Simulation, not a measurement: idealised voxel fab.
Process module name: voxel trench capacitor
Cross-sectional view cut (width: 200 nm; square cell size: 5 nm).
Reading order for cross-sections: top band down to bottom band. Underlying form: a grid of square cells. Band size: one or more rows of cells.
Top height, bottom height, nm. Materials left to right, width each, nm. Single material + "all across" = fills band edge to edge. "air" = empty.
The reference from which all heights are counted is 0, the level beneath which the as-received wafer is entirely one material; the lowest band, having no lower bound, proceeds downward and is written after the example "0 nm and below".
Top row gets the first number, bottom row gets the second, and each row in between changes by the same step: that is how a band width like "30->40" works.
"no modification" -> step changed no cross-section cell.
Closed empty spaces (no open way to the top) of 8 cells or more are what "Enclosed void catalog" lists, each as width x height at distance from the left edge, nm for all three.
If you see something after the settings on a step's line, that's the simulator's own remark about that step.
Among the settings permitted on a step's line is "overlay nm"; applied to a step with a mask, it specifies the extent to which the mask lay to the right of its planned position, whereas a negative figure signifies a position to the left.
### Intended process steps
step 1: op RECEIVE | material Si
step 2: op CONFORMAL_DEP | material SiN | thk nm 5
step 3: op DIRECTIONAL_DEP | material aC | thk nm 10
step 4: op PATTERN | tone open | mask id TRENCH | material resist | width nm 25 | pitch nm 55 | thk nm 30 | overlay nm 0
step 5: op DIRECTIONAL_ETCH | etch materials aC | depth nm 10
step 6: op STRIP | etch materials resist
step 7: op DIRECTIONAL_ETCH | etch materials SiN | depth nm 5
step 8: op DIRECTIONAL_ETCH | etch materials Si | depth nm 35
step 9: op STRIP | etch materials aC
step 10: op CONFORMAL_DEP | material Al2O3 | thk nm 5
step 11: op FILL_DEP | material polySi | thk nm 5
step 12: op CMP | height nm 5
### Delivered wafer in cross-section: state after step 1
> 0 nm and below: Si all across
> Enclosed void catalog: none
### a wafer at the end: this start, this plan, one mistake
> 5 nm to 0 nm: 60 SiN; 5 Al2O3; 15 SiN; 5 Al2O3; 30 SiN; 5 Al2O3; 15 SiN; 5 Al2O3; 60 SiN
> 0 nm to -30 nm: 60 Si; 5 Al2O3; 15 SiN; 5 Al2O3; 30 Si; 5 Al2O3; 15 SiN; 5 Al2O3; 60 Si
> -30 nm to -35 nm: 60 Si; 25 Al2O3; 30 Si; 25 Al2O3; 60 Si
> -35 nm and below: Si all across
> Enclosed void catalog: none
Finding, execution versus plan: step 11 changed vs plan, executed as op FILL_DEP | material SiN | thk nm 5
